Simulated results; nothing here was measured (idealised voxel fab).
This section sets out a process module, namely voxel self aligned vias.
Square cell edge 5 nm, section width 145 nm, ID cut.
Cross-section layout: square cells on a grid; listed as bands, top to bottom; a band spans one or more cell rows. Each band's line starts with the height of the band's top and of its bottom, in nm. Then come its materials from left to right, each with its width in nm. One material with "full width" fills the band from edge to edge. "air" is empty space. A quick word on heights: they are counted from 0, and under that level the wafer as it came to us is one material throughout. The lowest band is different from the rest in having no bottom; it simply continues downward, written as in "0 nm and below". Note: "30..40" means the width goes from the first number (top row of the band) to the second number (bottom row) in equal steps per row of cells. Given "no change occurred" for a step, no cell of the cross-section differs between before and after that step. Reported under the label "Closed void entries" are the empty spaces having no open way to the top and comprising 8 cells or more; the notation for each is width x height at distance, in which the distance is measured from the left edge and all three values are in nm. Heads up: the bit after the settings on a step's line is the simulator's remark on that step. A step line may carry the setting "overlay nm", which, for steps involving a mask, states the distance by which the mask lay to the right of its intended position; negative values denote displacement to the left.

This section lists the process steps that were planned:
- 1: RECEIVE: material Si
- 2: CONFORMAL_DEP: material SiO2, thk nm 15
- 3: CONFORMAL_DEP: material SiCN, thk nm 5
- 4: DIRECTIONAL_DEP: material SiO2, thk nm 25
- 5: DIRECTIONAL_DEP: material aC, thk nm 15
- 6: PATTERN: tone open, mask id LINES, material resist, width nm 30, pitch nm 60, thk nm 35, overlay nm 0
- 7: DIRECTIONAL_ETCH: etch materials aC, depth nm 15
- 8: STRIP: etch materials resist
- 9: DIRECTIONAL_ETCH: etch materials SiO2, depth nm 25
- 10: STRIP: etch materials aC
- 11: CONFORMAL_DEP: material TiN, thk nm 5
- 12: FILL_DEP: material Ru, thk nm 5
- 13: CMP: height nm 45
- 14: SELECTIVE_ETCH: etch materials W Ru TiN, depth nm 5
- 15: FILL_DEP: material SiN, thk nm 5
- 16: CMP: height nm 45
- 17: DIRECTIONAL_DEP: material SiO2, thk nm 15
- 18: MASKED_ETCH: tone open, mask id VIAS, width nm 40, etch materials SiO2, depth nm 15, overlay nm 0
- 19: MASKED_ETCH: tone open, mask id VIAS, width nm 40, etch materials SiN, depth nm 5, overlay nm 0
- 20: CONFORMAL_DEP: material TiN, thk nm 5
- 21: FILL_DEP: material Cu, thk nm 5
- 22: CMP: height nm 60
- 23: CONFORMAL_DEP: material SiN, thk nm 5

The first of two wafers, run as planned:

Cross-section: wafer on arrival = after step 1:
    0 nm and below  Si full width
    Closed void entries: none

After step 2:
    15 nm to 0 nm  SiO2 full width
    Lower than 0, everything is as it was.

After step 3:
    20 nm to 15 nm  SiCN full width
    Lower than 15, everything is as it was.

After step 4:
    45 nm to 20 nm  SiO2 full width
    Lower than 20, everything is as it was.

After step 5:
    60 nm to 45 nm  aC full width
    Lower than 45, everything is as it was.

After step 6:
    95 nm to 60 nm  25 resist | 30 air | 30 resist | 30 air | 30 resist
    Lower than 60, everything is as it was.

After step 7:
    80 nm to 60 nm  25 resist | 30 air | 30 resist | 30 air | 30 resist
    60 nm to 45 nm  25 aC | 30 air | 30 aC | 30 air | 30 aC
    Lower than 45, everything is as it was.

After step 8:
    60 nm to 45 nm  25 aC | 30 air | 30 aC | 30 air | 30 aC
    Lower than 45, everything is as it was.

After step 9:
    60 nm to 45 nm  25 aC | 30 air | 30 aC | 30 air | 30 aC
    45 nm to 20 nm  25 SiO2 | 30 air | 30 SiO2 | 30 air | 30 SiO2
    Lower than 20, everything is as it was.

After step 10:
    45 nm to 20 nm  25 SiO2 | 30 air | 30 SiO2 | 30 air | 30 SiO2
    Lower than 20, everything is as it was.

After step 11:
    50 nm to 45 nm  30 TiN | 20 air | 40 TiN | 20 air | 35 TiN
    45 nm to 25 nm  25 SiO2 | 5 TiN | 20 air | 5 TiN | 30 SiO2 | 5 TiN | 20 air | 5 TiN | 30 SiO2
    25 nm to 20 nm  25 SiO2 | 30 TiN | 30 SiO2 | 30 TiN | 30 SiO2
    Lower than 20, everything is as it was.

After step 12:
    55 nm to 50 nm  Ru full width
    50 nm to 45 nm  30 TiN | 20 Ru | 40 TiN | 20 Ru | 35 TiN
    45 nm to 25 nm  25 SiO2 | 5 TiN | 20 Ru | 5 TiN | 30 SiO2 | 5 TiN | 20 Ru | 5 TiN | 30 SiO2
    Lower than 25, everything is as it was.

After step 13:
    45 nm to 25 nm  25 SiO2 | 5 TiN | 20 Ru | 5 TiN | 30 SiO2 | 5 TiN | 20 Ru | 5 TiN | 30 SiO2
    Lower than 25, everything is as it was.

After step 14:
    45 nm to 40 nm  25 SiO2 | 30 air | 30 SiO2 | 30 air | 30 SiO2
    Lower than 40, everything is as it was.

After step 15:
    50 nm to 45 nm  SiN full width
    45 nm to 40 nm  25 SiO2 | 30 SiN | 30 SiO2 | 30 SiN | 30 SiO2
    Lower than 40, everything is as it was.

After step 16:
    45 nm to 40 nm  25 SiO2 | 30 SiN | 30 SiO2 | 30 SiN | 30 SiO2
    Lower than 40, everything is as it was.

After step 17:
    60 nm to 45 nm  SiO2 full width
    Lower than 45, everything is as it was.

After step 18:
    60 nm to 45 nm  20 SiO2 | 40 air | 85 SiO2
    Lower than 45, everything is as it was.

After step 19:
    60 nm to 45 nm  20 SiO2 | 40 air | 85 SiO2
    45 nm to 40 nm  25 SiO2 | 30 air | 30 SiO2 | 30 SiN | 30 SiO2
    Lower than 40, everything is as it was.

After step 20:
    65 nm to 60 nm  25 TiN | 30 air | 90 TiN
    60 nm to 50 nm  20 SiO2 | 5 TiN | 30 air | 5 TiN | 85 SiO2
    50 nm to 45 nm  20 SiO2 | 10 TiN | 20 air | 10 TiN | 85 SiO2
    45 nm to 40 nm  25 SiO2 | 30 TiN | 30 SiO2 | 30 SiN | 30 SiO2
    Lower than 40, everything is as it was.

After step 21:
    70 nm to 65 nm  Cu full width
    65 nm to 60 nm  25 TiN | 30 Cu | 90 TiN
    60 nm to 50 nm  20 SiO2 | 5 TiN | 30 Cu | 5 TiN | 85 SiO2
    50 nm to 45 nm  20 SiO2 | 10 TiN | 20 Cu | 10 TiN | 85 SiO2
    Lower than 45, everything is as it was.

After step 22:
    60 nm to 50 nm  20 SiO2 | 5 TiN | 30 Cu | 5 TiN | 85 SiO2
    Lower than 50, everything is as it was.

After step 23:
    65 nm to 60 nm  SiN full width
    Lower than 60, everything is as it was.

Companion wafer, the second of two: same beginning, same intended sequence, one mistake in carrying it out; through step 17 inclusive it tracks the first exactly:

Second wafer: cross-section at the scheduled end of step 18:
    60 nm to 45 nm  20 SiO2 | 40 air | 85 SiO2
    45 nm to 40 nm  20 SiO2 | 5 air | 30 SiN | 5 air | 25 SiO2 | 30 SiN | 30 SiO2
    40 nm to 30 nm  20 SiO2 | 5 air | 5 TiN | 20 Ru | 5 TiN | 5 air | 25 SiO2 | 5 TiN | 20 Ru | 5 TiN | 30 SiO2
    Lower than 30, everything is as it was.

Second wafer: cross-section at the scheduled end of step 19:
    60 nm to 45 nm  20 SiO2 | 40 air | 85 SiO2
    45 nm to 40 nm  20 SiO2 | 40 air | 25 SiO2 | 30 SiN | 30 SiO2
    Lower than 40, everything is as it was.

Second wafer: cross-section at the scheduled end of step 20:
    65 nm to 60 nm  25 TiN | 30 air | 90 TiN
    60 nm to 45 nm  20 SiO2 | 5 TiN | 30 air | 5 TiN | 85 SiO2
    45 nm to 40 nm  20 SiO2 | 40 TiN | 25 SiO2 | 30 SiN | 30 SiO2
    40 nm to 30 nm  20 SiO2 | 10 TiN | 20 Ru | 10 TiN | 25 SiO2 | 5 TiN | 20 Ru | 5 TiN | 30 SiO2
    Lower than 30, everything is as it was.

Second wafer: cross-section at the scheduled end of step 21:
    70 nm to 65 nm  Cu full width
    65 nm to 60 nm  25 TiN | 30 Cu | 90 TiN
    60 nm to 45 nm  20 SiO2 | 5 TiN | 30 Cu | 5 TiN | 85 SiO2
    Lower than 45, everything is as it was.

Second wafer: cross-section at the scheduled end of step 22:
    60 nm to 45 nm  20 SiO2 | 5 TiN | 30 Cu | 5 TiN | 85 SiO2
    Lower than 45, everything is as it was.

Second wafer: cross-section at the scheduled end of step 23:
    65 nm to 60 nm  SiN full width
    Lower than 60, everything is as it was.
Short version of what went wrong: step 18 of the plan was executed twice over
Per the end-of-run cell counts, the second wafer holds more or fewer of some materials than the first: +2 Cu; -6 SiO2; +4 TiN
